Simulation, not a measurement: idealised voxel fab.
process module | voxel capacitor over wiring
cross-section cut | 260 nm wide | cells 5 nm
A cross-section is a grid of square cells, given in bands from the top down. A band is one or more rows of cells.
Each band's line starts with the height of the band's top and of its bottom, in nm. Then come its materials from left to right, each with its width in nm. One material with "throughout" fills the band from edge to edge. "air" is empty space.
Height 0 is the level under which the wafer as received is all one material. The lowest band goes on downwards, as in "0 down".
A width such as "30 to 40" changes by the same amount from each row of cells to the next, from the band's top row to its bottom row.
"no change" after a step means that no cell of the cross-section changed.
closed voids: empty space of 8 cells or more with no open way to the top, each as width x height at its distance from the left edge, in nm
after a step's settings: what the simulator itself notes on the step
overlay nm, on a step with a mask: how far to the right of its planned place the mask lay; to the left if negative
plan
1 op RECEIVE | material Si
2 op CONFORMAL_DEP | material SiO2 | thk nm 15
3 op CONFORMAL_DEP | material SiCN | thk nm 5
4 op DIRECTIONAL_DEP | material lowk | thk nm 25
5 op DIRECTIONAL_DEP | material aC | thk nm 10
6 op PATTERN | tone open | mask id METAL_1 | material resist | width nm 20 | pitch nm 80 | thk nm 30 | overlay nm 0
7 op DIRECTIONAL_ETCH | etch materials aC | depth nm 10
8 op STRIP | etch materials resist
9 op DIRECTIONAL_ETCH | etch materials lowk | depth nm 25
10 op DIRECTIONAL_ETCH | etch materials SiCN | depth nm 5
11 op STRIP | etch materials aC
12 op CONFORMAL_DEP | material TiN | thk nm 5
13 op FILL_DEP | material Ru | thk nm 5
14 op CMP | height nm 45
15 op EPI | material Ru | thk nm 5
16 op FILL_DEP | material SiCN | thk nm 5
17 op DIRECTIONAL_DEP | material SiO2 | thk nm 20
18 op MASKED_ETCH | tone open | mask id PLUG_1 | width nm 15 | etch materials SiO2 | depth nm 20 | overlay nm 0
19 op MASKED_ETCH | tone open | mask id PLUG_1 | width nm 15 | etch materials SiCN | depth nm 5 | overlay nm 0
20 op CONFORMAL_DEP | material TiN | thk nm 5
21 op FILL_DEP | material W | thk nm 10
22 op CMP | height nm 75
23 op DIRECTIONAL_DEP | material TiN | thk nm 5
24 op DIRECTIONAL_DEP | material Al2O3 | thk nm 5
25 op DIRECTIONAL_DEP | material TiN | thk nm 10
26 op PATTERN | tone cover | mask id UPPER_PLATE | material resist | width nm 65 | thk nm 15 | overlay nm 0
27 op DIRECTIONAL_ETCH | etch materials TiN | depth nm 10
28 op DIRECTIONAL_ETCH | etch materials Al2O3 | depth nm 5
29 op STRIP | etch materials resist
30 op PATTERN | tone cover | mask id LOWER_PLATE | material resist | width nm 75 | thk nm 15 | overlay nm 0
31 op DIRECTIONAL_ETCH | etch materials TiN | depth nm 5
32 op STRIP | etch materials resist
33 op FILL_DEP | material SiO2 | thk nm 20
34 op CMP | height nm 110
35 op PATTERN | tone open | mask id PLUG_2 | material resist | width nm 15 | thk nm 15 | overlay nm 0
36 op DIRECTIONAL_ETCH | etch materials SiO2 | depth nm 15
37 op STRIP | etch materials resist
38 op CONFORMAL_DEP | material TiN | thk nm 5
39 op FILL_DEP | material Ru | thk nm 10
40 op CMP | height nm 110
41 op CONFORMAL_DEP | material SiCN | thk nm 5
first wafer, as planned
as received, after step 1
  0 down: Si throughout
  closed voids: none
after step 2
  15 to 0: SiO2 throughout
  below 0: unchanged
after step 3
  20 to 15: SiCN throughout
  below 15: unchanged
after step 4
  45 to 20: lowk throughout
  below 20: unchanged
after step 5
  55 to 45: aC throughout
  below 45: unchanged
after step 6
  85 to 55: resist 80 | air 20 | resist 60 | air 20 | resist 80
  below 55: unchanged
after step 7
  75 to 55: resist 80 | air 20 | resist 60 | air 20 | resist 80
  55 to 45: aC 80 | air 20 | aC 60 | air 20 | aC 80
  below 45: unchanged
after step 8
  55 to 45: aC 80 | air 20 | aC 60 | air 20 | aC 80
  below 45: unchanged
after step 9
  55 to 45: aC 80 | air 20 | aC 60 | air 20 | aC 80
  45 to 20: lowk 80 | air 20 | lowk 60 | air 20 | lowk 80
  below 20: unchanged
after step 10
  55 to 45: aC 80 | air 20 | aC 60 | air 20 | aC 80
  45 to 20: lowk 80 | air 20 | lowk 60 | air 20 | lowk 80
  20 to 15: SiCN 80 | air 20 | SiCN 60 | air 20 | SiCN 80
  below 15: unchanged
after step 11
  45 to 20: lowk 80 | air 20 | lowk 60 | air 20 | lowk 80
  below 20: unchanged
after step 12
  50 to 45: TiN 85 | air 10 | TiN 70 | air 10 | TiN 85
  45 to 20: lowk 80 | TiN 5 | air 10 | TiN 5 | lowk 60 | TiN 5 | air 10 | TiN 5 | lowk 80
  20 to 15: SiCN 80 | TiN 20 | SiCN 60 | TiN 20 | SiCN 80
  below 15: unchanged
after step 13
  55 to 50: Ru throughout
  50 to 45: TiN 85 | Ru 10 | TiN 70 | Ru 10 | TiN 85
  45 to 20: lowk 80 | TiN 5 | Ru 10 | TiN 5 | lowk 60 | TiN 5 | Ru 10 | TiN 5 | lowk 80
  below 20: unchanged
after step 14
  45 to 20: lowk 80 | TiN 5 | Ru 10 | TiN 5 | lowk 60 | TiN 5 | Ru 10 | TiN 5 | lowk 80
  below 20: unchanged
after step 15
  50 to 45: air 75 | Ru 30 | air 50 | Ru 30 | air 75
  below 45: unchanged
after step 16
  55 to 50: SiCN throughout
  50 to 45: SiCN 75 | Ru 30 | SiCN 50 | Ru 30 | SiCN 75
  below 45: unchanged
after step 17
  75 to 55: SiO2 throughout
  below 55: unchanged
after step 18
  75 to 55: SiO2 85 | air 15 | SiO2 160
  below 55: unchanged
after step 19
  75 to 55: SiO2 85 | air 15 | SiO2 160
  55 to 50: SiCN 85 | air 15 | SiCN 160
  below 50: unchanged
after step 20
  80 to 75: TiN 90 | air 5 | TiN 165
  75 to 55: SiO2 85 | TiN 5 | air 5 | TiN 5 | SiO2 160
  55 to 50: SiCN 85 | TiN 15 | SiCN 160
  below 50: unchanged
after step 21
  90 to 80: W throughout
  80 to 75: TiN 90 | W 5 | TiN 165
  75 to 55: SiO2 85 | TiN 5 | W 5 | TiN 5 | SiO2 160
  below 55: unchanged
after step 22
  75 to 55: SiO2 85 | TiN 5 | W 5 | TiN 5 | SiO2 160
  below 55: unchanged
after step 23
  80 to 75: TiN throughout
  below 75: unchanged
after step 24
  85 to 80: Al2O3 throughout
  below 80: unchanged
after step 25
  95 to 85: TiN throughout
  below 85: unchanged
after step 26
  110 to 95: air 85 | resist 65 | air 110
  below 95: unchanged
after step 27
  110 to 95: air 85 | resist 65 | air 110
  95 to 85: air 85 | TiN 65 | air 110
  below 85: unchanged
after step 28
  110 to 95: air 85 | resist 65 | air 110
  95 to 85: air 85 | TiN 65 | air 110
  85 to 80: air 85 | Al2O3 65 | air 110
  below 80: unchanged
after step 29
  95 to 85: air 85 | TiN 65 | air 110
  below 85: unchanged
after step 30
  110 to 95: air 80 | resist 75 | air 105
  95 to 85: air 80 | resist 5 | TiN 65 | resist 5 | air 105
  85 to 80: air 80 | resist 5 | Al2O3 65 | resist 5 | air 105
  below 80: unchanged
after step 31
  110 to 95: air 80 | resist 75 | air 105
  95 to 85: air 80 | resist 5 | TiN 65 | resist 5 | air 105
  85 to 80: air 80 | resist 5 | Al2O3 65 | resist 5 | air 105
  80 to 75: air 80 | TiN 75 | air 105
  below 75: unchanged
after step 32
  95 to 85: air 85 | TiN 65 | air 110
  85 to 80: air 85 | Al2O3 65 | air 110
  below 80: unchanged
after step 33
  115 to 95: SiO2 throughout
  95 to 85: SiO2 85 | TiN 65 | SiO2 110
  85 to 80: SiO2 85 | Al2O3 65 | SiO2 110
  80 to 75: SiO2 80 | TiN 75 | SiO2 105
  below 75: unchanged
after step 34
  110 to 95: SiO2 throughout
  below 95: unchanged
after step 35
  125 to 110: resist 95 | air 15 | resist 150
  below 110: unchanged
after step 36
  125 to 110: resist 95 | air 15 | resist 150
  110 to 95: SiO2 95 | air 15 | SiO2 150
  below 95: unchanged
after step 37
  110 to 95: SiO2 95 | air 15 | SiO2 150
  below 95: unchanged
after step 38
  115 to 110: TiN 100 | air 5 | TiN 155
  110 to 100: SiO2 95 | TiN 5 | air 5 | TiN 5 | SiO2 150
  100 to 95: SiO2 95 | TiN 15 | SiO2 150
  below 95: unchanged
after step 39
  125 to 115: Ru throughout
  115 to 110: TiN 100 | Ru 5 | TiN 155
  110 to 100: SiO2 95 | TiN 5 | Ru 5 | TiN 5 | SiO2 150
  below 100: unchanged
after step 40
  110 to 100: SiO2 95 | TiN 5 | Ru 5 | TiN 5 | SiO2 150
  below 100: unchanged
after step 41
  115 to 110: SiCN throughout
  below 110: unchanged
second wafer: like start, like plan, one mistake. Through step 15 it matches the first wafer
when step 16 should have ended: no change
when step 17 should have ended
  70 to 65: air 75 | SiO2 30 | air 50 | SiO2 30 | air 75
  65 to 50: SiO2 throughout
  50 to 45: SiO2 75 | Ru 30 | SiO2 50 | Ru 30 | SiO2 75
  below 45: unchanged
when step 18 should have ended
  70 to 65: air 75 | SiO2 10 | air 15 | SiO2 5 | air 50 | SiO2 30 | air 75
  65 to 50: SiO2 85 | air 15 | SiO2 160
  below 50: unchanged
when step 19 should have ended: no change
when step 20 should have ended
  75 to 70: air 70 | TiN 20 | air 5 | TiN 15 | air 40 | TiN 40 | air 70
  70 to 65: TiN 75 | SiO2 10 | TiN 5 | air 5 | TiN 5 | SiO2 5 | TiN 50 | SiO2 30 | TiN 75
  65 to 55: SiO2 85 | TiN 5 | air 5 | TiN 5 | SiO2 160
  55 to 50: SiO2 85 | TiN 15 | SiO2 160
  below 50: unchanged
when step 21 should have ended
  85 to 75: W throughout
  75 to 70: W 70 | TiN 20 | W 5 | TiN 15 | W 40 | TiN 40 | W 70
  70 to 65: TiN 75 | SiO2 10 | TiN 5 | W 5 | TiN 5 | SiO2 5 | TiN 50 | SiO2 30 | TiN 75
  65 to 55: SiO2 85 | TiN 5 | W 5 | TiN 5 | SiO2 160
  below 55: unchanged
when step 22 should have ended
  75 to 70: W 70 | TiN 20 | W 5 | TiN 15 | W 40 | TiN 40 | W 70
  below 70: unchanged
when step 23 should have ended
  80 to 75: TiN throughout
  below 75: unchanged
when step 24 should have ended
  85 to 80: Al2O3 throughout
  below 80: unchanged
when step 25 should have ended
  95 to 85: TiN throughout
  below 85: unchanged
when step 26 should have ended
  110 to 95: air 85 | resist 65 | air 110
  below 95: unchanged
when step 27 should have ended
  110 to 95: air 85 | resist 65 | air 110
  95 to 85: air 85 | TiN 65 | air 110
  below 85: unchanged
when step 28 should have ended
  110 to 95: air 85 | resist 65 | air 110
  95 to 85: air 85 | TiN 65 | air 110
  85 to 80: air 85 | Al2O3 65 | air 110
  below 80: unchanged
when step 29 should have ended
  95 to 85: air 85 | TiN 65 | air 110
  below 85: unchanged
when step 30 should have ended
  110 to 95: air 80 | resist 75 | air 105
  95 to 85: air 80 | resist 5 | TiN 65 | resist 5 | air 105
  85 to 80: air 80 | resist 5 | Al2O3 65 | resist 5 | air 105
  below 80: unchanged
when step 31 should have ended
  110 to 95: air 80 | resist 75 | air 105
  95 to 85: air 80 | resist 5 | TiN 65 | resist 5 | air 105
  85 to 80: air 80 | resist 5 | Al2O3 65 | resist 5 | air 105
  80 to 75: air 80 | TiN 75 | air 105
  below 75: unchanged
when step 32 should have ended
  95 to 85: air 85 | TiN 65 | air 110
  85 to 80: air 85 | Al2O3 65 | air 110
  below 80: unchanged
when step 33 should have ended
  115 to 95: SiO2 throughout
  95 to 85: SiO2 85 | TiN 65 | SiO2 110
  85 to 80: SiO2 85 | Al2O3 65 | SiO2 110
  80 to 75: SiO2 80 | TiN 75 | SiO2 105
  below 75: unchanged
when step 34 should have ended
  110 to 95: SiO2 throughout
  below 95: unchanged
when step 35 should have ended
  125 to 110: resist 95 | air 15 | resist 150
  below 110: unchanged
when step 36 should have ended
  125 to 110: resist 95 | air 15 | resist 150
  110 to 95: SiO2 95 | air 15 | SiO2 150
  below 95: unchanged
when step 37 should have ended
  110 to 95: SiO2 95 | air 15 | SiO2 150
  below 95: unchanged
when step 38 should have ended
  115 to 110: TiN 100 | air 5 | TiN 155
  110 to 100: SiO2 95 | TiN 5 | air 5 | TiN 5 | SiO2 150
  100 to 95: SiO2 95 | TiN 15 | SiO2 150
  below 95: unchanged
when step 39 should have ended
  125 to 115: Ru throughout
  115 to 110: TiN 100 | Ru 5 | TiN 155
  110 to 100: SiO2 95 | TiN 5 | Ru 5 | TiN 5 | SiO2 150
  below 100: unchanged
when step 40 should have ended
  110 to 100: SiO2 95 | TiN 5 | Ru 5 | TiN 5 | SiO2 150
  below 100: unchanged
when step 41 should have ended
  115 to 110: SiCN throughout
  below 110: unchanged
what went wrong: step 16 was left out
at the end the second wafer has, in cells: 89 fewer of SiCN | 53 more of TiN | 36 more of W
